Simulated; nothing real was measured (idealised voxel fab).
The process module presented herein is designated voxel gate over fins.
Cross-section cut spans 140 nm and uses square cells 5 nm in size.
Cross-section layout: square cells on a grid; listed as bands, top to bottom; a band spans one or more cell rows. Each band's line starts with the height of the band's top and of its bottom, in nm. Then come its materials from left to right, each with its width in nm. One material with "everywhere" fills the band from edge to edge. "blank" is empty space. Height reference: 0 = level under which incoming wafer is all one material. Lowest band: no bottom, runs on downward, e.g. "z 0 and below". Width spec "30..40" -> top row of cells at first value, bottom row at second value, equal per-row change in between. Where a step carries "same as before", the cross-section came out of it unchanged, cell for cell. The list in "Enclosed internal cavities" covers empty spaces of 8 cells or more that cannot reach the top through any open way, and it gives each as width x height at distance; the distance is from the left edge, and width, height and distance are in nm. That trailing text on a step's line, after the settings, is the simulator's own remark on the step. "overlay nm" denotes, for a step that has a mask, the displacement of the mask to the right of its planned place, with negative values corresponding to the left.

Steps in the process plan:
1,RECEIVE | material Si
2,CONFORMAL_DEP | material SiN | thk nm 5
3,PATTERN | tone cover | mask id FINS | material resist | width nm 15 | pitch nm 60 | thk nm 20 | overlay nm 0
4,DIRECTIONAL_ETCH | etch materials SiN | depth nm 5
5,DIRECTIONAL_ETCH | etch materials Si | depth nm 40
6,STRIP | etch materials resist
7,OXIDIZE | depth nm 5
8,FILL_DEP | material SiO2 | thk nm 15
9,CMP | height nm 5
10,PATTERN | tone open | mask id RAIL | material resist | width nm 15 | thk nm 15 | overlay nm 0
11,DIRECTIONAL_ETCH | etch materials SiO2 | depth nm 40
12,STRIP | etch materials resist
13,CONFORMAL_DEP | material TiN | thk nm 5
14,FILL_DEP | material W | thk nm 10
15,CMP | height nm 5
16,SELECTIVE_ETCH | etch materials W Ru TiN | depth nm 20
17,FILL_DEP | material SiO2 | thk nm 5
18,CMP | height nm 5
19,SELECTIVE_ETCH | etch materials SiO2 | depth nm 15
20,STRIP | etch materials SiN
21,CONFORMAL_DEP | material HfO2 | thk nm 5
22,CONFORMAL_DEP | material TiN | thk nm 5
23,CONFORMAL_DEP | material TiAl | thk nm 5
24,CONFORMAL_DEP | material TiN | thk nm 5
25,FILL_DEP | material W | thk nm 10
26,CMP | height nm 25
27,CONFORMAL_DEP | material SiCN | thk nm 10

Cross-section of the incoming wafer, state after step 1:
- z 0 and below  Si everywhere
- Enclosed internal cavities: none

Post-module cross-section of the first of two wafers (run per plan):
- z 35 to 25  SiCN everywhere
- z 25 to 20  W everywhere
- z 20 to 15  15 of W, then 45 of TiN, then 15 of W, then 45 of TiN, then 20 of W
- z 15 to 10  15 of W, then 5 of TiN, then 35 of TiAl, then 5 of TiN, then 15 of W, then 5 of TiN, then 35 of TiAl, then 5 of TiN, then 20 of W
- z 10 to 5  20 of TiN, then 5 of TiAl, then 25 of TiN, then 5 of TiAl, then 25 of TiN, then 5 of TiAl, then 25 of TiN, then 5 of TiAl, then 25 of TiN
- z 5 to 0  25 of TiAl, then 5 of TiN, then 15 of HfO2, then 5 of TiN, then 35 of TiAl, then 5 of TiN, then 15 of HfO2, then 5 of TiN, then 30 of TiAl
- z 0 to -5  30 of TiN, then 5 of HfO2, then 5 of Si, then 5 of HfO2, then 45 of TiN, then 5 of HfO2, then 5 of Si, then 5 of HfO2, then 35 of TiN
- z -5 to -10  35 of HfO2, then 5 of Si, then 55 of HfO2, then 5 of Si, then 40 of HfO2
- z -10 to -15  35 of SiO2, then 5 of Si, then 55 of SiO2, then 5 of Si, then 40 of SiO2
- z -15 to -30  35 of SiO2, then 5 of Si, then 20 of SiO2, then 5 of TiN, then 5 of W, then 5 of TiN, then 20 of SiO2, then 5 of Si, then 40 of SiO2
- z -30 to -35  35 of SiO2, then 5 of Si, then 20 of SiO2, then 15 of TiN, then 20 of SiO2, then 5 of Si, then 40 of SiO2
- z -35 to -45  35 of SiO2, then 5 of Si, then 55 of SiO2, then 5 of Si, then 40 of SiO2
- z -45 and below  Si everywhere
- Enclosed internal cavities: none

Wafer two, end of module, cross-section. Same start, same plan as wafer one. One mistake in the run:
- z 35 to 25  SiCN everywhere
- z 25 to 15  W everywhere
- z 15 to 5  20 of W, then 35 of TiN, then 25 of W, then 35 of TiN, then 25 of W
- z 5 to 0  30 of TiN, then 15 of HfO2, then 45 of TiN, then 15 of HfO2, then 35 of TiN
- z 0 to -5  30 of TiN, then 5 of HfO2, then 5 of Si, then 5 of HfO2, then 45 of TiN, then 5 of HfO2, then 5 of Si, then 5 of HfO2, then 35 of TiN
- z -5 to -10  35 of HfO2, then 5 of Si, then 55 of HfO2, then 5 of Si, then 40 of HfO2
- z -10 to -15  35 of SiO2, then 5 of Si, then 55 of SiO2, then 5 of Si, then 40 of SiO2
- z -15 to -30  35 of SiO2, then 5 of Si, then 20 of SiO2, then 5 of TiN, then 5 of W, then 5 of TiN, then 20 of SiO2, then 5 of Si, then 40 of SiO2
- z -30 to -35  35 of SiO2, then 5 of Si, then 20 of SiO2, then 15 of TiN, then 20 of SiO2, then 5 of Si, then 40 of SiO2
- z -35 to -45  35 of SiO2, then 5 of Si, then 55 of SiO2, then 5 of Si, then 40 of SiO2
- z -45 and below  Si everywhere
- Enclosed internal cavities: none
Misprocessing identified: step 23 in the plan did not get run; it was skipped
Final tally in cells, some materials are higher or lower on the second wafer than on the first: -36 TiAl; +36 W
